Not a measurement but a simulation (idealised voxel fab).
Title: Process Module voxel gate over fins
Section shown: cut. Width: 230 nm. Cell size: 5 nm, square.
For the purposes of this document, a cross-section shall be understood as a grid of square cells, specified as bands listed in top-to-bottom order, each band consisting of one or more rows of cells. Look at the band entry: it leads with the top's height and the bottom's height in nm. Then it lists the materials left to right, with a width in nm for each. The word "throughout" on a single material says that material fills the band edge to edge. The word "blank" is empty space. Note: height 0 marks the level under which the wafer is uniformly one material as received. Lowest band unbounded below, written "z 0 and below". Quick explanation for "30 to 40": the width changes in equal steps down the rows of cells, from the first number in the band's top row to the second number in its bottom row. For the purposes of this document, the phrase "no modification" attached to a step denotes that no cell within the cross-section was modified by that step. Enclosed voids (no open way to top), threshold 8 cells or more, entry "Enclosed voids", notation width x height at distance, distance from left edge, nm. Anything after a step's settings on that line? It's the simulator's own note about the step. When a step includes a mask, the "overlay nm" setting on its line states how far to the right of its planned place that mask lay, and negative values state how far to the left.
### The following list gives the planned process steps
- 1: RECEIVE (material Si)
- 2: CONFORMAL_DEP (material SiN; thk nm 10)
- 3: PATTERN (tone cover; mask id FINS; material resist; width nm 15; pitch nm 50; thk nm 15; overlay nm 0)
- 4: DIRECTIONAL_ETCH (etch materials SiN; depth nm 10)
- 5: DIRECTIONAL_ETCH (etch materials Si; depth nm 35)
- 6: STRIP (etch materials resist)
- 7: OXIDIZE (depth nm 5)
- 8: FILL_DEP (material SiO2; thk nm 5)
- 9: CMP (height nm 10)
- 10: DIRECTIONAL_DEP (material aC; thk nm 10)
- 11: PATTERN (tone open; mask id RAIL; material resist; width nm 15; thk nm 30; overlay nm 0)
- 12: DIRECTIONAL_ETCH (etch materials aC; depth nm 10)
- 13: STRIP (etch materials resist)
- 14: DIRECTIONAL_ETCH (etch materials SiO2; depth nm 40)
- 15: STRIP (etch materials aC)
- 16: CONFORMAL_DEP (material TiN; thk nm 5)
- 17: FILL_DEP (material W; thk nm 10)
- 18: CMP (height nm 10)
- 19: SELECTIVE_ETCH (etch materials W Ru TiN; depth nm 25)
- 20: FILL_DEP (material SiO2; thk nm 5)
- 21: CMP (height nm 10)
- 22: SELECTIVE_ETCH (etch materials SiO2; depth nm 20)
- 23: STRIP (etch materials SiN)
- 24: CONFORMAL_DEP (material HfO2; thk nm 5)
- 25: CONFORMAL_DEP (material TiN; thk nm 5)
- 26: CONFORMAL_DEP (material TiAl; thk nm 5)
- 27: CONFORMAL_DEP (material TiN; thk nm 5)
- 28: FILL_DEP (material W; thk nm 15)
- 29: CMP (height nm 30)
- 30: CONFORMAL_DEP (material SiCN; thk nm 5)
### Run as planned: first of two wafers
### Shown in cross-section is the wafer as received, that is, as it stands after step 1
	z 0 and below  Si throughout
	Enclosed voids: none
### Cross-sectional representation of the wafer at the conclusion of step 2
	z 10 to 0  SiN throughout
	At heights below 0, the structure remains unaltered.
### Cross-sectional representation of the wafer at the conclusion of step 3
	z 25 to 10  blank (55), then resist (15), then blank (35), then resist (15), then blank (35), then resist (15), then blank (60)
	At heights below 10, the structure remains unaltered.
### Cross-sectional representation of the wafer at the conclusion of step 4
	z 25 to 10  blank (55), then resist (15), then blank (35), then resist (15), then blank (35), then resist (15), then blank (60)
	z 10 to 0  blank (55), then SiN (15), then blank (35), then SiN (15), then blank (35), then SiN (15), then blank (60)
	At heights below 0, the structure remains unaltered.
### Cross-sectional representation of the wafer at the conclusion of step 5
	z 25 to 10  blank (55), then resist (15), then blank (35), then resist (15), then blank (35), then resist (15), then blank (60)
	z 10 to 0  blank (55), then SiN (15), then blank (35), then SiN (15), then blank (35), then SiN (15), then blank (60)
	z 0 to -35  blank (55), then Si (15), then blank (35), then Si (15), then blank (35), then Si (15), then blank (60)
	At heights below -35, the structure remains unaltered.
### Cross-sectional representation of the wafer at the conclusion of step 6
	z 10 to 0  blank (55), then SiN (15), then blank (35), then SiN (15), then blank (35), then SiN (15), then blank (60)
	At heights below 0, the structure remains unaltered.
### Cross-sectional representation of the wafer at the conclusion of step 7
	z 10 to 0  blank (55), then SiN (15), then blank (35), then SiN (15), then blank (35), then SiN (15), then blank (60)
	z 0 to -35  blank (55), then SiO2 (5), then Si (5), then SiO2 (5), then blank (35), then SiO2 (5), then Si (5), then SiO2 (5), then blank (35), then SiO2 (5), then Si (5), then SiO2 (5), then blank (60)
	z -35 to -40  SiO2 (60), then Si (5), then SiO2 (45), then Si (5), then SiO2 (45), then Si (5), then SiO2 (65)
	At heights below -40, the structure remains unaltered.
### Cross-sectional representation of the wafer at the conclusion of step 8
	z 15 to 10  SiO2 throughout
	z 10 to 0  SiO2 (55), then SiN (15), then SiO2 (35), then SiN (15), then SiO2 (35), then SiN (15), then SiO2 (60)
	z 0 to -40  SiO2 (60), then Si (5), then SiO2 (45), then Si (5), then SiO2 (45), then Si (5), then SiO2 (65)
	At heights below -40, the structure remains unaltered.
### Cross-sectional representation of the wafer at the conclusion of step 9
	z 10 to 0  SiO2 (55), then SiN (15), then SiO2 (35), then SiN (15), then SiO2 (35), then SiN (15), then SiO2 (60)
	At heights below 0, the structure remains unaltered.
### Cross-sectional representation of the wafer at the conclusion of step 10
	z 20 to 10  aC throughout
	At heights below 10, the structure remains unaltered.
### Cross-sectional representation of the wafer at the conclusion of step 11
	z 50 to 20  resist (80), then blank (15), then resist (135)
	At heights below 20, the structure remains unaltered.
### Cross-sectional representation of the wafer at the conclusion of step 12
	z 40 to 20  resist (80), then blank (15), then resist (135)
	z 20 to 10  aC (80), then blank (15), then aC (135)
	At heights below 10, the structure remains unaltered.
### Cross-sectional representation of the wafer at the conclusion of step 13
	z 20 to 10  aC (80), then blank (15), then aC (135)
	At heights below 10, the structure remains unaltered.
### Cross-sectional representation of the wafer at the conclusion of step 14
	z 20 to 10  aC (80), then blank (15), then aC (135)
	z 10 to 0  SiO2 (55), then SiN (15), then SiO2 (10), then blank (15), then SiO2 (10), then SiN (15), then SiO2 (35), then SiN (15), then SiO2 (60)
	z 0 to -30  SiO2 (60), then Si (5), then SiO2 (15), then blank (15), then SiO2 (15), then Si (5), then SiO2 (45), then Si (5), then SiO2 (65)
	At heights below -30, the structure remains unaltered.
### Cross-sectional representation of the wafer at the conclusion of step 15
	z 10 to 0  SiO2 (55), then SiN (15), then SiO2 (10), then blank (15), then SiO2 (10), then SiN (15), then SiO2 (35), then SiN (15), then SiO2 (60)
	At heights below 0, the structure remains unaltered.
### Cross-sectional representation of the wafer at the conclusion of step 16
	z 15 to 10  TiN (85), then blank (5), then TiN (140)
	z 10 to 0  SiO2 (55), then SiN (15), then SiO2 (10), then TiN (5), then blank (5), then TiN (5), then SiO2 (10), then SiN (15), then SiO2 (35), then SiN (15), then SiO2 (60)
	z 0 to -25  SiO2 (60), then Si (5), then SiO2 (15), then TiN (5), then blank (5), then TiN (5), then SiO2 (15), then Si (5), then SiO2 (45), then Si (5), then SiO2 (65)
	z -25 to -30  SiO2 (60), then Si (5), then SiO2 (15), then TiN (15), then SiO2 (15), then Si (5), then SiO2 (45), then Si (5), then SiO2 (65)
	At heights below -30, the structure remains unaltered.
### Cross-sectional representation of the wafer at the conclusion of step 17
	z 25 to 15  W throughout
	z 15 to 10  TiN (85), then W (5), then TiN (140)
	z 10 to 0  SiO2 (55), then SiN (15), then SiO2 (10), then TiN (5), then W (5), then TiN (5), then SiO2 (10), then SiN (15), then SiO2 (35), then SiN (15), then SiO2 (60)
	z 0 to -25  SiO2 (60), then Si (5), then SiO2 (15), then TiN (5), then W (5), then TiN (5), then SiO2 (15), then Si (5), then SiO2 (45), then Si (5), then SiO2 (65)
	At heights below -25, the structure remains unaltered.
### Cross-sectional representation of the wafer at the conclusion of step 18
	z 10 to 0  SiO2 (55), then SiN (15), then SiO2 (10), then TiN (5), then W (5), then TiN (5), then SiO2 (10), then SiN (15), then SiO2 (35), then SiN (15), then SiO2 (60)
	At heights below 0, the structure remains unaltered.
### Cross-sectional representation of the wafer at the conclusion of step 19
	z 10 to 0  SiO2 (55), then SiN (15), then SiO2 (10), then blank (15), then SiO2 (10), then SiN (15), then SiO2 (35), then SiN (15), then SiO2 (60)
	z 0 to -15  SiO2 (60), then Si (5), then SiO2 (15), then blank (15), then SiO2 (15), then Si (5), then SiO2 (45), then Si (5), then SiO2 (65)
	At heights below -15, the structure remains unaltered.
### Cross-sectional representation of the wafer at the conclusion of step 20
	z 15 to 10  SiO2 throughout
	z 10 to 0  SiO2 (55), then SiN (15), then SiO2 (35), then SiN (15), then SiO2 (35), then SiN (15), then SiO2 (60)
	z 0 to -15  SiO2 (60), then Si (5), then SiO2 (45), then Si (5), then SiO2 (45), then Si (5), then SiO2 (65)
	At heights below -15, the structure remains unaltered.
### Cross-sectional representation of the wafer at the conclusion of step 21
	z 10 to 0  SiO2 (55), then SiN (15), then SiO2 (35), then SiN (15), then SiO2 (35), then SiN (15), then SiO2 (60)
	At heights below 0, the structure remains unaltered.
### Cross-sectional representation of the wafer at the conclusion of step 22
	z 10 to 0  blank (55), then SiN (15), then blank (35), then SiN (15), then blank (35), then SiN (15), then blank (60)
	z 0 to -10  blank (60), then Si (5), then blank (45), then Si (5), then blank (45), then Si (5), then blank (65)
	At heights below -10, the structure remains unaltered.
### Cross-sectional representation of the wafer at the conclusion of step 23
	z 0 to -10  blank (60), then Si (5), then blank (45), then Si (5), then blank (45), then Si (5), then blank (65)
	At heights below -10, the structure remains unaltered.
### Cross-sectional representation of the wafer at the conclusion of step 24
	z 5 to 0  blank (55), then HfO2 (15), then blank (35), then HfO2 (15), then blank (35), then HfO2 (15), then blank (60)
	z 0 to -5  blank (55), then HfO2 (5), then Si (5), then HfO2 (5), then blank (35), then HfO2 (5), then Si (5), then HfO2 (5), then blank (35), then HfO2 (5), then Si (5), then HfO2 (5), then blank (60)
	z -5 to -10  HfO2 (60), then Si (5), then HfO2 (45), then Si (5), then HfO2 (45), then Si (5), then HfO2 (65)
	At heights below -10, the structure remains unaltered.
### Cross-sectional representation of the wafer at the conclusion of step 25
	z 10 to 5  blank (50), then TiN (25), then blank (25), then TiN (25), then blank (25), then TiN (25), then blank (55)
	z 5 to 0  blank (50), then TiN (5), then HfO2 (15), then TiN (5), then blank (25), then TiN (5), then HfO2 (15), then TiN (5), then blank (25), then TiN (5), then HfO2 (15), then TiN (5), then blank (55)
	z 0 to -5  TiN (55), then HfO2 (5), then Si (5), then HfO2 (5), then TiN (35), then HfO2 (5), then Si (5), then HfO2 (5), then TiN (35), then HfO2 (5), then Si (5), then HfO2 (5), then TiN (60)
	At heights below -5, the structure remains unaltered.
### Cross-sectional representation of the wafer at the conclusion of step 26
	z 15 to 10  blank (45), then TiAl (35), then blank (15), then TiAl (35), then blank (15), then TiAl (35), then blank (50)
	z 10 to 5  blank (45), then TiAl (5), then TiN (25), then TiAl (5), then blank (15), then TiAl (5), then TiN (25), then TiAl (5), then blank (15), then TiAl (5), then TiN (25), then TiAl (5), then blank (50)
	z 5 to 0  TiAl (50), then TiN (5), then HfO2 (15), then TiN (5), then TiAl (25), then TiN (5), then HfO2 (15), then TiN (5), then TiAl (25), then TiN (5), then HfO2 (15), then TiN (5), then TiAl (55)
	At heights below 0, the structure remains unaltered.
### Cross-sectional representation of the wafer at the conclusion of step 27
	z 20 to 15  blank (40), then TiN (45), then blank (5), then TiN (45), then blank (5), then TiN (45), then blank (45)
	z 15 to 10  blank (40), then TiN (5), then TiAl (35), then TiN (5), then blank (5), then TiN (5), then TiAl (35), then TiN (5), then blank (5), then TiN (5), then TiAl (35), then TiN (5), then blank (45)
	z 10 to 5  TiN (45), then TiAl (5), then TiN (25), then TiAl (5), then TiN (15), then TiAl (5), then TiN (25), then TiAl (5), then TiN (15), then TiAl (5), then TiN (25), then TiAl (5), then TiN (50)
	At heights below 5, the structure remains unaltered.
### Cross-sectional representation of the wafer at the conclusion of step 28
	z 35 to 20  W throughout
	z 20 to 15  W (40), then TiN (45), then W (5), then TiN (45), then W (5), then TiN (45), then W (45)
	z 15 to 10  W (40), then TiN (5), then TiAl (35), then TiN (5), then W (5), then TiN (5), then TiAl (35), then TiN (5), then W (5), then TiN (5), then TiAl (35), then TiN (5), then W (45)
	At heights below 10, the structure remains unaltered.
### Cross-sectional representation of the wafer at the conclusion of step 29
	z 30 to 20  W throughout
	At heights below 20, the structure remains unaltered.
### Cross-sectional representation of the wafer at the conclusion of step 30
	z 35 to 30  SiCN throughout
	At heights below 30, the structure remains unaltered.
### Now the other wafer: same start, same recipe, but we messed up one thing when running it. Up to and including step 2 it's the same as the first one
### What the second wafer looks like in cross-section when step 3 should have wrapped up
	z 25 to 10  blank (55), then resist (20), then blank (30), then resist (20), then blank (30), then resist (20), then blank (55)
	At heights below 10, the structure remains unaltered.
### What the second wafer looks like in cross-section when step 4 should have wrapped up
	z 25 to 10  blank (55), then resist (20), then blank (30), then resist (20), then blank (30), then resist (20), then blank (55)
	z 10 to 0  blank (55), then SiN (20), then blank (30), then SiN (20), then blank (30), then SiN (20), then blank (55)
	At heights below 0, the structure remains unaltered.
### What the second wafer looks like in cross-section when step 5 should have wrapped up
	z 25 to 10  blank (55), then resist (20), then blank (30), then resist (20), then blank (30), then resist (20), then blank (55)
	z 10 to 0  blank (55), then SiN (20), then blank (30), then SiN (20), then blank (30), then SiN (20), then blank (55)
	z 0 to -35  blank (55), then Si (20), then blank (30), then Si (20), then blank (30), then Si (20), then blank (55)
	At heights below -35, the structure remains unaltered.
### What the second wafer looks like in cross-section when step 6 should have wrapped up
	z 10 to 0  blank (55), then SiN (20), then blank (30), then SiN (20), then blank (30), then SiN (20), then blank (55)
	At heights below 0, the structure remains unaltered.
### What the second wafer looks like in cross-section when step 7 should have wrapped up
	z 10 to 0  blank (55), then SiN (20), then blank (30), then SiN (20), then blank (30), then SiN (20), then blank (55)
	z 0 to -35  blank (55), then SiO2 (5), then Si (10), then SiO2 (5), then blank (30), then SiO2 (5), then Si (10), then SiO2 (5), then blank (30), then SiO2 (5), then Si (10), then SiO2 (5), then blank (55)
	z -35 to -40  SiO2 (60), then Si (10), then SiO2 (40), then Si (10), then SiO2 (40), then Si (10), then SiO2 (60)
	At heights below -40, the structure remains unaltered.
### What the second wafer looks like in cross-section when step 8 should have wrapped up
	z 15 to 10  SiO2 throughout
	z 10 to 0  SiO2 (55), then SiN (20), then SiO2 (30), then SiN (20), then SiO2 (30), then SiN (20), then SiO2 (55)
	z 0 to -40  SiO2 (60), then Si (10), then SiO2 (40), then Si (10), then SiO2 (40), then Si (10), then SiO2 (60)
	At heights below -40, the structure remains unaltered.
### What the second wafer looks like in cross-section when step 9 should have wrapped up
	z 10 to 0  SiO2 (55), then SiN (20), then SiO2 (30), then SiN (20), then SiO2 (30), then SiN (20), then SiO2 (55)
	At heights below 0, the structure remains unaltered.
### What the second wafer looks like in cross-section when step 10 should have wrapped up
	z 20 to 10  aC throughout
	At heights below 10, the structure remains unaltered.
### What the second wafer looks like in cross-section when step 11 should have wrapped up
	z 50 to 20  resist (80), then blank (15), then resist (135)
	At heights below 20, the structure remains unaltered.
### What the second wafer looks like in cross-section when step 12 should have wrapped up
	z 40 to 20  resist (80), then blank (15), then resist (135)
	z 20 to 10  aC (80), then blank (15), then aC (135)
	At heights below 10, the structure remains unaltered.
### What the second wafer looks like in cross-section when step 13 should have wrapped up
	z 20 to 10  aC (80), then blank (15), then aC (135)
	At heights below 10, the structure remains unaltered.
### What the second wafer looks like in cross-section when step 14 should have wrapped up
	z 20 to 10  aC (80), then blank (15), then aC (135)
	z 10 to 0  SiO2 (55), then SiN (20), then SiO2 (5), then blank (15), then SiO2 (10), then SiN (20), then SiO2 (30), then SiN (20), then SiO2 (55)
	z 0 to -30  SiO2 (60), then Si (10), then SiO2 (10), then blank (15), then SiO2 (15), then Si (10), then SiO2 (40), then Si (10), then SiO2 (60)
	At heights below -30, the structure remains unaltered.
### What the second wafer looks like in cross-section when step 15 should have wrapped up
	z 10 to 0  SiO2 (55), then SiN (20), then SiO2 (5), then blank (15), then SiO2 (10), then SiN (20), then SiO2 (30), then SiN (20), then SiO2 (55)
	At heights below 0, the structure remains unaltered.
### What the second wafer looks like in cross-section when step 16 should have wrapped up
	z 15 to 10  TiN (85), then blank (5), then TiN (140)
	z 10 to 0  SiO2 (55), then SiN (20), then SiO2 (5), then TiN (5), then blank (5), then TiN (5), then SiO2 (10), then SiN (20), then SiO2 (30), then SiN (20), then SiO2 (55)
	z 0 to -25  SiO2 (60), then Si (10), then SiO2 (10), then TiN (5), then blank (5), then TiN (5), then SiO2 (15), then Si (10), then SiO2 (40), then Si (10), then SiO2 (60)
	z -25 to -30  SiO2 (60), then Si (10), then SiO2 (10), then TiN (15), then SiO2 (15), then Si (10), then SiO2 (40), then Si (10), then SiO2 (60)
	At heights below -30, the structure remains unaltered.
### What the second wafer looks like in cross-section when step 17 should have wrapped up
	z 25 to 15  W throughout
	z 15 to 10  TiN (85), then W (5), then TiN (140)
	z 10 to 0  SiO2 (55), then SiN (20), then SiO2 (5), then TiN (5), then W (5), then TiN (5), then SiO2 (10), then SiN (20), then SiO2 (30), then SiN (20), then SiO2 (55)
	z 0 to -25  SiO2 (60), then Si (10), then SiO2 (10), then TiN (5), then W (5), then TiN (5), then SiO2 (15), then Si (10), then SiO2 (40), then Si (10), then SiO2 (60)
	At heights below -25, the structure remains unaltered.
### What the second wafer looks like in cross-section when step 18 should have wrapped up
	z 10 to 0  SiO2 (55), then SiN (20), then SiO2 (5), then TiN (5), then W (5), then TiN (5), then SiO2 (10), then SiN (20), then SiO2 (30), then SiN (20), then SiO2 (55)
	At heights below 0, the structure remains unaltered.
### What the second wafer looks like in cross-section when step 19 should have wrapped up
	z 10 to 0  SiO2 (55), then SiN (20), then SiO2 (5), then blank (15), then SiO2 (10), then SiN (20), then SiO2 (30), then SiN (20), then SiO2 (55)
	z 0 to -15  SiO2 (60), then Si (10), then SiO2 (10), then blank (15), then SiO2 (15), then Si (10), then SiO2 (40), then Si (10), then SiO2 (60)
	At heights below -15, the structure remains unaltered.
### What the second wafer looks like in cross-section when step 20 should have wrapped up
	z 15 to 10  SiO2 throughout
	z 10 to 0  SiO2 (55), then SiN (20), then SiO2 (30), then SiN (20), then SiO2 (30), then SiN (20), then SiO2 (55)
	z 0 to -15  SiO2 (60), then Si (10), then SiO2 (40), then Si (10), then SiO2 (40), then Si (10), then SiO2 (60)
	At heights below -15, the structure remains unaltered.
### What the second wafer looks like in cross-section when step 21 should have wrapped up
	z 10 to 0  SiO2 (55), then SiN (20), then SiO2 (30), then SiN (20), then SiO2 (30), then SiN (20), then SiO2 (55)
	At heights below 0, the structure remains unaltered.
### What the second wafer looks like in cross-section when step 22 should have wrapped up
	z 10 to 0  blank (55), then SiN (20), then blank (30), then SiN (20), then blank (30), then SiN (20), then blank (55)
	z 0 to -10  blank (60), then Si (10), then blank (40), then Si (10), then blank (40), then Si (10), then blank (60)
	At heights below -10, the structure remains unaltered.
### What the second wafer looks like in cross-section when step 23 should have wrapped up
	z 0 to -10  blank (60), then Si (10), then blank (40), then Si (10), then blank (40), then Si (10), then blank (60)
	At heights below -10, the structure remains unaltered.
### What the second wafer looks like in cross-section when step 24 should have wrapped up
	z 5 to 0  blank (55), then HfO2 (20), then blank (30), then HfO2 (20), then blank (30), then HfO2 (20), then blank (55)
	z 0 to -5  blank (55), then HfO2 (5), then Si (10), then HfO2 (5), then blank (30), then HfO2 (5), then Si (10), then HfO2 (5), then blank (30), then HfO2 (5), then Si (10), then HfO2 (5), then blank (55)
	z -5 to -10  HfO2 (60), then Si (10), then HfO2 (40), then Si (10), then HfO2 (40), then Si (10), then HfO2 (60)
	At heights below -10, the structure remains unaltered.
### What the second wafer looks like in cross-section when step 25 should have wrapped up
	z 10 to 5  blank (50), then TiN (30), then blank (20), then TiN (30), then blank (20), then TiN (30), then blank (50)
	z 5 to 0  blank (50), then TiN (5), then HfO2 (20), then TiN (5), then blank (20), then TiN (5), then HfO2 (20), then TiN (5), then blank (20), then TiN (5), then HfO2 (20), then TiN (5), then blank (50)
	z 0 to -5  TiN (55), then HfO2 (5), then Si (10), then HfO2 (5), then TiN (30), then HfO2 (5), then Si (10), then HfO2 (5), then TiN (30), then HfO2 (5), then Si (10), then HfO2 (5), then TiN (55)
	At heights below -5, the structure remains unaltered.
### What the second wafer looks like in cross-section when step 26 should have wrapped up
	z 15 to 10  blank (45), then TiAl (40), then blank (10), then TiAl (40), then blank (10), then TiAl (40), then blank (45)
	z 10 to 5  blank (45), then TiAl (5), then TiN (30), then TiAl (5), then blank (10), then TiAl (5), then TiN (30), then TiAl (5), then blank (10), then TiAl (5), then TiN (30), then TiAl (5), then blank (45)
	z 5 to 0  TiAl (50), then TiN (5), then HfO2 (20), then TiN (5), then TiAl (20), then TiN (5), then HfO2 (20), then TiN (5), then TiAl (20), then TiN (5), then HfO2 (20), then TiN (5), then TiAl (50)
	At heights below 0, the structure remains unaltered.
### What the second wafer looks like in cross-section when step 27 should have wrapped up
	z 20 to 15  blank (40), then TiN (150), then blank (40)
	z 15 to 10  blank (40), then TiN (5), then TiAl (40), then TiN (10), then TiAl (40), then TiN (10), then TiAl (40), then TiN (5), then blank (40)
	z 10 to 5  TiN (45), then TiAl (5), then TiN (30), then TiAl (5), then TiN (10), then TiAl (5), then TiN (30), then TiAl (5), then TiN (10), then TiAl (5), then TiN (30), then TiAl (5), then TiN (45)
	At heights below 5, the structure remains unaltered.
### What the second wafer looks like in cross-section when step 28 should have wrapped up
	z 35 to 20  W throughout
	z 20 to 15  W (40), then TiN (150), then W (40)
	z 15 to 10  W (40), then TiN (5), then TiAl (40), then TiN (10), then TiAl (40), then TiN (10), then TiAl (40), then TiN (5), then W (40)
	At heights below 10, the structure remains unaltered.
### What the second wafer looks like in cross-section when step 29 should have wrapped up
	z 30 to 20  W throughout
	At heights below 20, the structure remains unaltered.
### What the second wafer looks like in cross-section when step 30 should have wrapped up
	z 35 to 30  SiCN throughout
	At heights below 30, the structure remains unaltered.
So what did we get wrong on this run? contrary to plan, step 3 was performed as PATTERN (tone cover; mask id FINS; material resist; width nm 20; pitch nm 50; thk nm 15; overlay nm 0)
Cell-count delta at end, second wafer over first, by material: Si: 24 more | SiO2: 18 fewer | W: 6 fewer
